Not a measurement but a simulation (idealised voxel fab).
process module | voxel self aligned contacts
cross-section cut | 240 nm wide | cells 5 nm
A cross-section is a grid of square cells, given in bands from the top down. A band is one or more rows of cells.
Each band's line starts with the height of the band's top and of its bottom, in nm. Then come its materials from left to right, each with its width in nm. One material with "throughout" fills the band from edge to edge. "air" is empty space.
Height 0 is the level under which the wafer as received is all one material. The lowest band goes on downwards, as in "0 down".
A width such as "30 to 40" changes by the same amount from each row of cells to the next, from the band's top row to its bottom row.
"no change" after a step means that no cell of the cross-section changed.
closed voids: empty space of 8 cells or more with no open way to the top, each as width x height at its distance from the left edge, in nm
after a step's settings: what the simulator itself notes on the step
overlay nm, on a step with a mask: how far to the right of its planned place the mask lay; to the left if negative
plan
1 op RECEIVE | material Si
2 op CONFORMAL_DEP | material SiO2 | thk nm 5
3 op DIRECTIONAL_DEP | material polySi | thk nm 20
4 op DIRECTIONAL_DEP | material SiN | thk nm 20
5 op MASKED_ETCH | tone cover | mask id GATE | width nm 25 | pitch nm 65 | etch materials SiN | depth nm 20 | overlay nm 0
6 op MASKED_ETCH | tone cover | mask id GATE | width nm 25 | pitch nm 65 | etch materials polySi | depth nm 20 | overlay nm 0
7 op CONFORMAL_DEP | material SiN | thk nm 10
8 op DIRECTIONAL_ETCH | etch materials SiN | depth nm 10
9 op FILL_DEP | material SiO2 | thk nm 10
10 op CMP | height nm 50
11 op DIRECTIONAL_DEP | material aC | thk nm 15
12 op PATTERN | tone open | mask id CONTACT | material resist | width nm 50 | pitch nm 65 | thk nm 30 | overlay nm 0
13 op DIRECTIONAL_ETCH | etch materials aC | depth nm 15
14 op STRIP | etch materials resist
15 op DIRECTIONAL_ETCH | etch materials SiO2 | depth nm 50
16 op STRIP | etch materials aC
17 op CONFORMAL_DEP | material TiN | thk nm 5
18 op FILL_DEP | material Ru | thk nm 10
19 op CMP | height nm 50
20 op CONFORMAL_DEP | material SiN | thk nm 5
as received, after step 1
  0 down: Si throughout
  closed voids: none
a wafer at the end: this start, this plan, one mistake
  55 to 50: SiN throughout
  50 to 45: Ru 25 | TiN 35 | SiO2 50 | TiN 15 | SiO2 50 | TiN 35 | Ru 30
  45 to 25: Ru 25 | TiN 5 | SiN 45 | SiO2 20 | SiN 45 | SiO2 20 | SiN 45 | TiN 5 | Ru 30
  25 to 5: Ru 25 | TiN 5 | SiN 10 | polySi 25 | SiN 10 | SiO2 20 | SiN 10 | polySi 25 | SiN 10 | SiO2 20 | SiN 10 | polySi 25 | SiN 10 | TiN 5 | Ru 30
  5 to 0: TiN 30 | SiO2 175 | TiN 35
  0 down: Si throughout
  closed voids: none
what went wrong: step 12 ran as: op PATTERN | tone cover | mask id CONTACT | material resist | width nm 50 | pitch nm 65 | thk nm 30 | overlay nm 0
